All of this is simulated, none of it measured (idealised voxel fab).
Process module in this document: voxel self aligned vias
The width of the displayed cross-section, cut, is 220 nm; its cells are square, with a size of 5 nm.
A cross-section is a grid of square cells, given in bands from the top down. A band is one or more rows of cells. What a band's entry tells you: where the top is and where the bottom is, as heights in nm, and after that what lies inside, material by material from left to right, each with its width in nm. Empty space is written as the word "blank", and a single material marked with the word "edge to edge" occupies the band from edge to edge. Where do heights start? At 0: under that level the wafer as delivered is made of one material only. And the lowest band has no floor; it just carries on downward, as in "from 0 down". When a width is written as two numbers, as in "30..40", the first number is the width in the top row of cells of the band and the second is the width in its bottom row, and the width changes by the same amount from each row to the next. When a step is marked "same as before", none of the cells in the cross-section changed during that step. The entry titled "Completely enclosed voids" provides the empty spaces that have no open way to the top, restricted to those of 8 cells or more. Each is presented as width x height at distance, the distance being measured from the left edge, with all three in nm. Read whatever lies past the settings on a step's line as the simulator's own remark about the step. "overlay nm", when on a step's line for a step with a mask, measures how far to the right of its planned place the mask lay; a negative measure means to the left.

[The following list gives the planned process steps]
- 1: RECEIVE (material Si)
- 2: CONFORMAL_DEP (material SiO2; thk nm 10)
- 3: CONFORMAL_DEP (material SiCN; thk nm 5)
- 4: DIRECTIONAL_DEP (material SiO2; thk nm 25)
- 5: MASKED_ETCH (tone open; mask id LINES; width nm 30; pitch nm 60; etch materials SiO2; depth nm 25; overlay nm 0)
- 6: CONFORMAL_DEP (material TiN; thk nm 5)
- 7: FILL_DEP (material W; thk nm 10)
- 8: CMP (height nm 40)
- 9: SELECTIVE_ETCH (etch materials W Ru TiN; depth nm 10)
- 10: FILL_DEP (material SiN; thk nm 5)
- 11: CMP (height nm 40)
- 12: DIRECTIONAL_DEP (material SiO2; thk nm 20)
- 13: DIRECTIONAL_DEP (material aC; thk nm 15)
- 14: PATTERN (tone open; mask id VIAS; material resist; width nm 40; pitch nm 120; thk nm 30; overlay nm 0)
- 15: DIRECTIONAL_ETCH (etch materials aC; depth nm 15)
- 16: STRIP (etch materials resist)
- 17: DIRECTIONAL_ETCH (etch materials SiO2; depth nm 20)
- 18: DIRECTIONAL_ETCH (etch materials SiN; depth nm 10)
- 19: STRIP (etch materials aC)
- 20: CONFORMAL_DEP (material TiN; thk nm 5)
- 21: FILL_DEP (material Cu; thk nm 5)
- 22: CMP (height nm 60)
- 23: CONFORMAL_DEP (material SiN; thk nm 5)

[Cross-section of the incoming wafer, state after step 1]
    from 0 down  Si edge to edge
    Completely enclosed voids: none

[first wafer at the end, as planned]
    from 65 to 60  SiN edge to edge
    from 60 to 45  SiO2 (30), TiN (5), Cu (30), TiN (5), SiO2 (80), TiN (5), Cu (30), TiN (5), SiO2 (30)
    from 45 to 40  SiO2 (30), TiN (10), Cu (20), TiN (10), SiO2 (80), TiN (10), Cu (20), TiN (10), SiO2 (30)
    from 40 to 35  SiO2 (35), TiN (5), Cu (20), TiN (5), SiO2 (30), SiN (30), SiO2 (30), TiN (5), Cu (20), TiN (5), SiO2 (35)
    from 35 to 30  SiO2 (35), TiN (30), SiO2 (30), SiN (30), SiO2 (30), TiN (30), SiO2 (35)
    from 30 to 20  SiO2 (35), TiN (5), W (20), TiN (5), SiO2 (30), TiN (5), W (20), TiN (5), SiO2 (30), TiN (5), W (20), TiN (5), SiO2 (35)
    from 20 to 15  SiO2 (35), TiN (30), SiO2 (30), TiN (30), SiO2 (30), TiN (30), SiO2 (35)
    from 15 to 10  SiCN edge to edge
    from 10 to 0  SiO2 edge to edge
    from 0 down  Si edge to edge
    Completely enclosed voids: none

[Wafer two, sectioned after the module: the first wafer's start, the first wafer's plan, and one mistake in how it was run]
    from 65 to 60  SiN edge to edge
    from 60 to 40  Cu edge to edge
    from 40 to 30  SiO2 (35), SiN (30), SiO2 (30), SiN (30), SiO2 (30), SiN (30), SiO2 (35)
    from 30 to 20  SiO2 (35), TiN (5), W (20), TiN (5), SiO2 (30), TiN (5), W (20), TiN (5), SiO2 (30), TiN (5), W (20), TiN (5), SiO2 (35)
    from 20 to 15  SiO2 (35), TiN (30), SiO2 (30), TiN (30), SiO2 (30), TiN (30), SiO2 (35)
    from 15 to 10  SiCN edge to edge
    from 10 to 0  SiO2 edge to edge
    from 0 down  Si edge to edge
    Completely enclosed voids: none
The mistake made against the process plan was this: step 12 went in with a setting other than planned; the actual run was DIRECTIONAL_DEP (material Cu; thk nm 20)
Per the end-of-run cell counts, the second wafer holds more or fewer of some materials than the first: +124 Cu | +24 SiN | -112 SiO2 | -36 TiN
